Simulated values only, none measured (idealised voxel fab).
Proc. module: voxel released beams
Square cell edge 5 nm, section width 165 nm, ID cut.
A cross-section in this document is a grid of square cells, and it is written down as bands, the top band listed before the ones below it; a band is made up of one or more rows of cells.
Heights first: top, then bottom, in nm. Then materials, left to right, each with a width in nm. "all across" on a single material: fills the band edge to edge. "blank": empty space.
Heads up on the height convention: 0 is the point under which the incoming wafer is all one material, and the lowest band has no bottom, it just keeps going down, like "z 0 and below".
Quick explanation for "30 to 40": the width changes in equal steps down the rows of cells, from the first number in the band's top row to the second number in its bottom row.
Given "nothing changed" for a step, no cell of the cross-section differs between before and after that step.
"Voids, fully enclosed" lists enclosed empty spaces (at least 8 cells, no open path upward to the top), each as width x height at distance from the left edge, in nm.
Past the settings on a step's line: simulator remark, on that step.
overlay nm: how far to the right of its planned place the mask lay on this masked step (negative: to the left).
[plan]
1,RECEIVE: material Si
2,CONFORMAL_DEP: material SiN, thk nm 5
3,DIRECTIONAL_DEP: material SiO2, thk nm 20
4,DIRECTIONAL_DEP: material aC, thk nm 15
5,PATTERN: tone open, mask id ANCHOR, material resist, width nm 30, thk nm 30, overlay nm 0
6,DIRECTIONAL_ETCH: etch materials aC, depth nm 15
7,STRIP: etch materials resist
8,DIRECTIONAL_ETCH: etch materials SiO2, depth nm 20
9,STRIP: etch materials aC
10,CONFORMAL_DEP: material polySi, thk nm 10
11,PATTERN: tone cover, mask id BEAM, material resist, width nm 75, thk nm 15, overlay nm 0
12,DIRECTIONAL_ETCH: etch materials polySi, depth nm 10
13,STRIP: etch materials resist
14,STRIP: etch materials SiO2
[Cross-section, incoming material, after step 1]
	z 0 and below  Si all across
	Voids, fully enclosed: none
[The first of two wafers, cross-sectioned at the end of the module, with the run proceeding as planned]
	z 35 to 25  blank: 40  polySi: 15  blank: 10  polySi: 50  blank: 50
	z 25 to 15  blank: 45  polySi: 10  blank: 10  polySi: 10  blank: 90
	z 15 to 5  blank: 45  polySi: 30  blank: 90
	z 5 to 0  SiN all across
	z 0 and below  Si all across
	Voids, fully enclosed: none
[Wafer two cross-section, module end. Start and plan unchanged from wafer one; one mistake made during the run]
	z 35 to 25  blank: 40  polySi: 45  blank: 80
	z 25 to 15  blank: 35  polySi: 10  SiO2: 30  polySi: 10  blank: 80
	z 15 to 5  blank: 35  polySi: 10  SiO2: 30  polySi: 40  blank: 50
	z 5 to 0  SiN all across
	z 0 and below  Si all across
	Voids, fully enclosed: none
Plan not followed: note that step 5 departed from the planned setting and was carried out as PATTERN: tone cover, mask id ANCHOR, material resist, width nm 30, thk nm 30, overlay nm 0
at the end the second wafer has, in cells: 24 more of SiO2
